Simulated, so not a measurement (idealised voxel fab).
Process module name: voxel gate over fins
The cross-section on display is named cut; it measures 300 nm wide, and its cells are 5 nm squares.
Notation: cross-section as square-cell grid; stated in bands, top first, going down; one or more cell rows per band. First you get the band's top height and its bottom height, in nm, and then the materials it's made of, left to right, with each width in nm. If you see a single material with "everywhere", that one covers the band edge to edge. "empty" is empty space. Height is counted from the level 0, under which the received wafer is composed throughout of one material. The lowest of the bands is not closed at the bottom but continues downward, in the notation "0 down". Width: "30..40" (first number = top row, second number = bottom row, same change from row to row of cells). Given "stayed the same" for a step, no cell of the cross-section differs between before and after that step. The entry titled "Closed-off voids" provides the empty spaces that have no open way to the top, restricted to those of 8 cells or more. Each is presented as width x height at distance, the distance being measured from the left edge, with all three in nm. after a step's settings: what the simulator itself notes on the step. "overlay nm" answers the question of how far to the right of plan the mask lay on a step that has a mask, and when it is negative the answer is to the left.
The following list gives the planned process steps:
| 1 | RECEIVE with material Si |
| 2 | CONFORMAL_DEP with material SiN, thk nm 5 |
| 3 | MASKED_ETCH with tone cover, mask id FINS, width nm 15, pitch nm 45, etch materials SiN, depth nm 5, overlay nm 0 |
| 4 | MASKED_ETCH with tone cover, mask id FINS, width nm 15, pitch nm 45, etch materials Si, depth nm 35, overlay nm 0 |
| 5 | FILL_DEP with material SiO2, thk nm 5 |
| 6 | CMP with height nm 5 |
| 7 | SELECTIVE_ETCH with etch materials SiO2, depth nm 20 |
| 8 | STRIP with etch materials SiN |
| 9 | CONFORMAL_DEP with material HfO2, thk nm 5 |
| 10 | CONFORMAL_DEP with material TiN, thk nm 5 |
| 11 | CONFORMAL_DEP with material TiAl, thk nm 5 |
| 12 | CONFORMAL_DEP with material TiN, thk nm 5 |
| 13 | FILL_DEP with material W, thk nm 10 |
| 14 | CMP with height nm 25 |
| 15 | CONFORMAL_DEP with material SiCN, thk nm 5 |
Wafer at receipt (post step 1), cross-section:
- 0 down: Si everywhere
- Closed-off voids: none
Look at the cross-section after the module: the wafer started out the way shown above and the plan was the one shown above, yet one mistake was made along the way:
- 30 to 25: SiCN everywhere
- 25 to 20: W everywhere
- 20 to 15: 100 nm W; 100 nm TiN; 100 nm W
- 15 to 10: 100 nm W; 5 nm TiN; 90 nm TiAl; 5 nm TiN; 100 nm W
- 10 to 5: 100 nm W; 5 nm TiN; 5 nm TiAl; 35 nm TiN; 10 nm TiAl; 35 nm TiN; 5 nm TiAl; 5 nm TiN; 100 nm W
- 5 to 0: 105 nm TiN; 5 nm TiAl; 5 nm TiN; 25 nm HfO2; 5 nm TiN; 10 nm TiAl; 5 nm TiN; 25 nm HfO2; 5 nm TiN; 5 nm TiAl; 105 nm TiN
- 0 to -5: 110 nm TiAl; 5 nm TiN; 5 nm HfO2; 15 nm Si; 5 nm HfO2; 5 nm TiN; 10 nm TiAl; 5 nm TiN; 5 nm HfO2; 15 nm Si; 5 nm HfO2; 5 nm TiN; 110 nm TiAl
- -5 to -10: 115 nm TiN; 5 nm HfO2; 15 nm Si; 5 nm HfO2; 5 nm TiN; 10 nm TiAl; 5 nm TiN; 5 nm HfO2; 15 nm Si; 5 nm HfO2; 115 nm TiN
- -10 to -15: 105 nm HfO2; 10 nm TiN; 5 nm HfO2; 15 nm Si; 5 nm HfO2; 20 nm TiN; 5 nm HfO2; 15 nm Si; 5 nm HfO2; 10 nm TiN; 105 nm HfO2
- -15 to -20: 100 nm SiO2; 20 nm HfO2; 15 nm Si; 30 nm HfO2; 15 nm Si; 20 nm HfO2; 100 nm SiO2
- -20 to -35: 120 nm SiO2; 15 nm Si; 30 nm SiO2; 15 nm Si; 120 nm SiO2
- -35 down: Si everywhere
- Closed-off voids: none
The plan and the run diverged here: swap of plan steps 7 and 8 during execution
